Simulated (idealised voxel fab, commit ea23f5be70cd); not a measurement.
process module | voxel transistor to metal
cross-section cut | 180 nm wide | cells 5 nm
A cross-section is a grid of square cells, given in bands from the top down. A band is one or more rows of cells.
Each band's line starts with the height of the band's top and of its bottom, in nm. Then come its materials from left to right, each with its width in nm. One material with "throughout" fills the band from edge to edge. "air" is empty space.
Height 0 is the level under which the wafer as received is all one material. The lowest band goes on downwards, as in "0 down".
A width such as "30 to 40" changes by the same amount from each row of cells to the next, from the band's top row to its bottom row.
"no change" after a step means that no cell of the cross-section changed.
closed voids: empty space of 8 cells or more with no open way to the top, each as width x height at its distance from the left edge, in nm
after a step's settings: what the simulator itself notes on the step
overlay nm, on a step with a mask: how far to the right of its planned place the mask lay; to the left if negative
plan
1 op RECEIVE | material Si
2 op OXIDIZE | depth nm 5
3 op CONFORMAL_DEP | material SiN | thk nm 15
4 op DIRECTIONAL_DEP | material aC | thk nm 15
5 op PATTERN | tone cover | mask id ACTIVE | material resist | width nm 95 | thk nm 35 | overlay nm 0
6 op DIRECTIONAL_ETCH | etch materials aC | depth nm 15
7 op STRIP | etch materials resist
8 op DIRECTIONAL_ETCH | etch materials SiN | depth nm 15
9 op DIRECTIONAL_ETCH | etch materials SiO2 | depth nm 5
10 op DIRECTIONAL_ETCH | etch materials Si | depth nm 20
11 op STRIP | etch materials aC
12 op OXIDIZE | depth nm 5
13 op FILL_DEP | material SiO2 | thk nm 15
14 op CMP | height nm 15
15 op SELECTIVE_ETCH | etch materials SiO2 | depth nm 5
16 op STRIP | etch materials SiN
17 op SELECTIVE_ETCH | etch materials SiO2 | depth nm 5
18 op OXIDIZE | depth nm 5
19 op DIRECTIONAL_DEP | material polySi | thk nm 20
20 op DIRECTIONAL_DEP | material SiCN | thk nm 15
21 op DIRECTIONAL_DEP | material aC | thk nm 10
22 op PATTERN | tone cover | mask id GATE | material resist | width nm 15 | thk nm 30 | overlay nm 0
23 op DIRECTIONAL_ETCH | etch materials aC | depth nm 10
24 op STRIP | etch materials resist
25 op DIRECTIONAL_ETCH | etch materials SiCN | depth nm 25
26 op DIRECTIONAL_ETCH | etch materials polySi | depth nm 30
27 op STRIP | etch materials aC
28 op CONFORMAL_DEP | material SiO2 | thk nm 5
29 op DIRECTIONAL_ETCH | etch materials SiO2 | depth nm 5
30 op CONFORMAL_DEP | material SiN | thk nm 5
31 op DIRECTIONAL_ETCH | etch materials SiN | depth nm 5
32 op DIRECTIONAL_ETCH | etch materials SiO2 | depth nm 5
33 op DIRECTIONAL_ETCH | etch materials Si | depth nm 10
34 op EPI | material SiGe | thk nm 10
35 op FILL_DEP | material SiO2 | thk nm 10
36 op CMP | height nm 30
37 op DIRECTIONAL_DEP | material SiO2 | thk nm 10
38 op DIRECTIONAL_DEP | material aC | thk nm 10
39 op PATTERN | tone open | mask id CONTACT | material resist | width nm 30 | pitch nm 55 | thk nm 25 | overlay nm 0
40 op DIRECTIONAL_ETCH | etch materials aC | depth nm 10
41 op STRIP | etch materials resist
42 op DIRECTIONAL_ETCH | etch materials SiO2 | depth nm 50
43 op STRIP | etch materials aC
44 op CONFORMAL_DEP | material TiN | thk nm 5
45 op FILL_DEP | material Ru | thk nm 10
46 op CMP | height nm 40
47 op CONFORMAL_DEP | material SiN | thk nm 5
48 op DIRECTIONAL_DEP | material lowk | thk nm 20
49 op PATTERN | tone open | mask id METAL_1 | material resist | width nm 15 | pitch nm 70 | thk nm 20 | overlay nm 0
50 op DIRECTIONAL_ETCH | etch materials lowk | depth nm 20
51 op DIRECTIONAL_ETCH | etch materials SiN | depth nm 5
52 op STRIP | etch materials resist
53 op CONFORMAL_DEP | material TiN | thk nm 5
54 op FILL_DEP | material Ru | thk nm 5
55 op CMP | height nm 65
56 op EPI | material Ru | thk nm 5
57 op FILL_DEP | material SiCN | thk nm 5
58 op DIRECTIONAL_DEP | material lowk | thk nm 30
59 op DIRECTIONAL_DEP | material aC | thk nm 15
60 op PATTERN | tone open | mask id METAL_2 | material resist | width nm 15 | pitch nm 70 | thk nm 35 | overlay nm 0
61 op DIRECTIONAL_ETCH | etch materials aC | depth nm 15
62 op STRIP | etch materials resist
63 op DIRECTIONAL_ETCH | etch materials lowk | depth nm 15
64 op STRIP | etch materials aC
65 op DIRECTIONAL_DEP | material aC | thk nm 10
66 op PATTERN | tone open | mask id METAL_2_HOLES | material resist | width nm 15 | pitch nm 70 | thk nm 30 | overlay nm 0
67 op DIRECTIONAL_ETCH | etch materials aC | depth nm 10
68 op STRIP | etch materials resist
69 op DIRECTIONAL_ETCH | etch materials lowk | depth nm 15
70 op DIRECTIONAL_ETCH | etch materials SiCN | depth nm 5
71 op STRIP | etch materials aC
72 op CONFORMAL_DEP | material TiN | thk nm 5
73 op FILL_DEP | material Cu | thk nm 5
74 op CMP | height nm 105
75 op CONFORMAL_DEP | material SiCN | thk nm 5
as received, after step 1
  0 down: Si throughout
  closed voids: none
first wafer at the end, as planned
  110 to 105: SiCN throughout
  105 to 75: lowk 45 | TiN 5 | Cu 5 | TiN 5 | lowk 55 | TiN 5 | Cu 5 | TiN 5 | lowk 50
  75 to 70: SiCN 45 | TiN 15 | SiCN 55 | TiN 15 | SiCN 50
  70 to 65: SiCN 40 | Ru 25 | SiCN 45 | Ru 25 | SiCN 45
  65 to 45: lowk 45 | TiN 5 | Ru 5 | TiN 5 | lowk 55 | TiN 5 | Ru 5 | TiN 5 | lowk 50
  45 to 40: SiN 45 | TiN 15 | SiN 55 | TiN 15 | SiN 50
  40 to 30: SiO2 45 | TiN 5 | Ru 20 to 15 | TiN 5 to 10 | SiO2 25 | TiN 5 to 10 | Ru 20 to 15 | TiN 5 | SiO2 50
  30 to 15: SiO2 45 | TiN 5 | Ru 15 | TiN 5 | SiN 5 | SiO2 5 | SiCN 15 | SiO2 5 | SiN 5 | TiN 5 | Ru 15 | TiN 5 | SiO2 50
  15 to 5: SiO2 45 | TiN 5 | Ru 15 | TiN 5 | SiN 5 | SiO2 5 | polySi 15 | SiO2 5 | SiN 5 | TiN 5 | Ru 15 | TiN 5 | SiO2 50
  5 to 0: SiO2 40 | SiN 5 | TiN 5 | Ru 5 | TiN 15 | SiN 5 | SiO2 5 | polySi 15 | SiO2 5 | SiN 5 | TiN 15 | Ru 5 | TiN 5 | SiN 5 | SiO2 45
  0 to -5: SiO2 40 | SiN 5 | TiN 5 | Ru 5 | TiN 5 | SiGe 10 | SiN 5 | SiO2 5 | polySi 15 | SiO2 5 | SiN 5 | SiGe 10 | TiN 5 | Ru 5 | TiN 5 | SiN 5 | SiO2 45
  -5 to -10: SiO2 45 | TiN 15 | SiGe 10 | SiO2 35 | SiGe 10 | TiN 15 | SiO2 50
  -10 to -20: SiO2 45 | SiGe 25 | Si 35 | SiGe 25 | SiO2 50
  -20 to -30: SiO2 45 | Si 85 | SiO2 50
  -30 down: Si throughout
  closed voids: none
second wafer at the end: like start, like plan, one mistake
  110 to 105: SiCN throughout
  105 to 75: lowk 45 | TiN 5 | Cu 5 | TiN 5 | lowk 55 | TiN 5 | Cu 5 | TiN 5 | lowk 50
  75 to 70: SiCN 45 | TiN 15 | SiCN 55 | TiN 15 | SiCN 50
  70 to 65: SiCN 40 | Ru 25 | SiCN 45 | Ru 25 | SiCN 45
  65 to 45: lowk 45 | TiN 5 | Ru 5 | TiN 5 | lowk 55 | TiN 5 | Ru 5 | TiN 5 | lowk 50
  45 to 40: SiN 45 | TiN 15 | SiN 55 | TiN 15 | SiN 50
  40 to 35: Ru 40 | TiN 5 | SiO2 30 | TiN 5 | Ru 15 | TiN 5 | SiO2 30 | TiN 5 | Ru 45
  35 to 30: Ru 40 | TiN 5 | SiO2 30 | TiN 25 | SiO2 30 | TiN 5 | Ru 45
  30 to 15: Ru 40 | TiN 5 | SiO2 25 | SiN 5 | TiN 5 | SiCN 15 | TiN 5 | SiN 5 | SiO2 25 | TiN 5 | Ru 45
  15 to 5: Ru 40 to 35 | TiN 5 to 10 | SiO2 25 | SiN 5 | TiN 5 | polySi 15 | TiN 5 | SiN 5 | SiO2 25 | TiN 5 to 10 | Ru 45 to 40
  5 to 0: Ru 35 | TiN 5 | SiN 5 | SiO2 25 | SiN 5 | TiN 5 | polySi 15 | TiN 5 | SiN 5 | SiO2 25 | SiN 5 | TiN 5 | Ru 40
  0 to -5: Ru 35 | TiN 5 | SiN 5 | SiO2 15 | SiGe 10 | SiN 5 | TiN 5 | polySi 15 | TiN 5 | SiN 5 | SiGe 10 | SiO2 15 | SiN 5 | TiN 5 | Ru 40
  -5 to -10: TiN 40 | SiO2 20 | SiGe 10 | SiO2 5 | TiN 5 | SiO2 15 | TiN 5 | SiO2 5 | SiGe 10 | SiO2 20 | TiN 45
  -10 to -20: SiO2 45 | SiGe 25 | Si 35 | SiGe 25 | SiO2 50
  -20 to -30: SiO2 45 | Si 85 | SiO2 50
  -30 down: Si throughout
  closed voids: none
what went wrong: step 39 ran as: op PATTERN | tone cover | mask id CONTACT | material resist | width nm 30 | pitch nm 55 | thk nm 25 | overlay nm 0
at the end the second wafer has, in cells: 102 more of Ru | 114 fewer of SiO2 | 12 more of TiN
